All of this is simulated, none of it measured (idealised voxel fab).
The process module that follows is named voxel air gaps.
Section shown: cut. Width: 300 nm. Cell size: 5 nm, square.
Cross-section spec: square-cell grid; bands listed top down; each band is one or more rows.
Band entry format. Leading values: height of top, height of bottom, nm. Remainder: materials in left-to-right order, each with its width in nm. Special words: "throughout" on a single material, which then fills the band edge to edge; "air", empty space.
Height reference: 0 = level under which incoming wafer is all one material. Lowest band: no bottom, runs on downward, e.g. "top 0, no bottom".
Width spec "30 to 40" -> top row of cells at first value, bottom row at second value, equal per-row change in between.
You'll sometimes find "no change occurred" written for a step, and that's the way of saying that nowhere in the cross-section did a cell change during that step.
Closed empty spaces (no open way to the top) of 8 cells or more are what "Closed internal voids" lists, each as width x height at distance from the left edge, nm for all three.
Text after the settings on a step's line: the simulator's own remark on that step.
A step line may carry the setting "overlay nm", which, for steps involving a mask, states the distance by which the mask lay to the right of its intended position; negative values denote displacement to the left.
-- Process steps foreseen in the plan
| 1 | RECEIVE,material Si |
| 2 | CONFORMAL_DEP,material SiO2,thk nm 10 |
| 3 | CONFORMAL_DEP,material SiN,thk nm 5 |
| 4 | DIRECTIONAL_DEP,material SiO2,thk nm 35 |
| 5 | MASKED_ETCH,tone open,mask id LINES,width nm 15,pitch nm 40,etch materials SiO2,depth nm 35,overlay nm 0 |
| 6 | CONFORMAL_DEP,material TiN,thk nm 5 |
| 7 | FILL_DEP,material W,thk nm 10 |
| 8 | CMP,height nm 50 |
| 9 | EPI,material Ru,thk nm 10 |
| 10 | SELECTIVE_ETCH,etch materials SiO2,depth nm 45 |
| 11 | CONFORMAL_DEP,material SiCN,thk nm 5 |
-- Received-state cross-section, reflecting completion of step 1
    top 0, no bottom | Si throughout
    Closed internal voids: none
-- This is how the wafer looks in cross-section once the module is done, given the starting state and plan above and one mistake in carrying the plan out
    top 75, bottom 70 | 55 of air | 185 of SiCN | 60 of air
    top 70, bottom 50 | 55 of air | 5 of SiCN | 175 of Ru | 5 of SiCN | 60 of air
    top 50, bottom 45 | 55 of air | 25 of SiCN | 5 of TiN | 5 of W | 5 of TiN | 25 of SiO2 | 5 of TiN | 5 of W | 5 of TiN | 25 of SiO2 | 5 of TiN | 5 of W | 5 of TiN | 25 of SiO2 | 5 of TiN | 5 of W | 5 of TiN | 25 of SiCN | 60 of air
    top 45, bottom 20 | 75 of air | 5 of SiCN | 5 of TiN | 5 of W | 5 of TiN | 25 of SiO2 | 5 of TiN | 5 of W | 5 of TiN | 25 of SiO2 | 5 of TiN | 5 of W | 5 of TiN | 25 of SiO2 | 5 of TiN | 5 of W | 5 of TiN | 5 of SiCN | 80 of air
    top 20, bottom 15 | 80 of SiCN | 15 of TiN | 25 of SiO2 | 15 of TiN | 25 of SiO2 | 15 of TiN | 25 of SiO2 | 15 of TiN | 85 of SiCN
    top 15, bottom 10 | SiN throughout
    top 10, bottom 0 | SiO2 throughout
    top 0, no bottom | Si throughout
    Closed internal voids: none
What broke from the plan during processing? heads up, step 9 of the plan got done twice
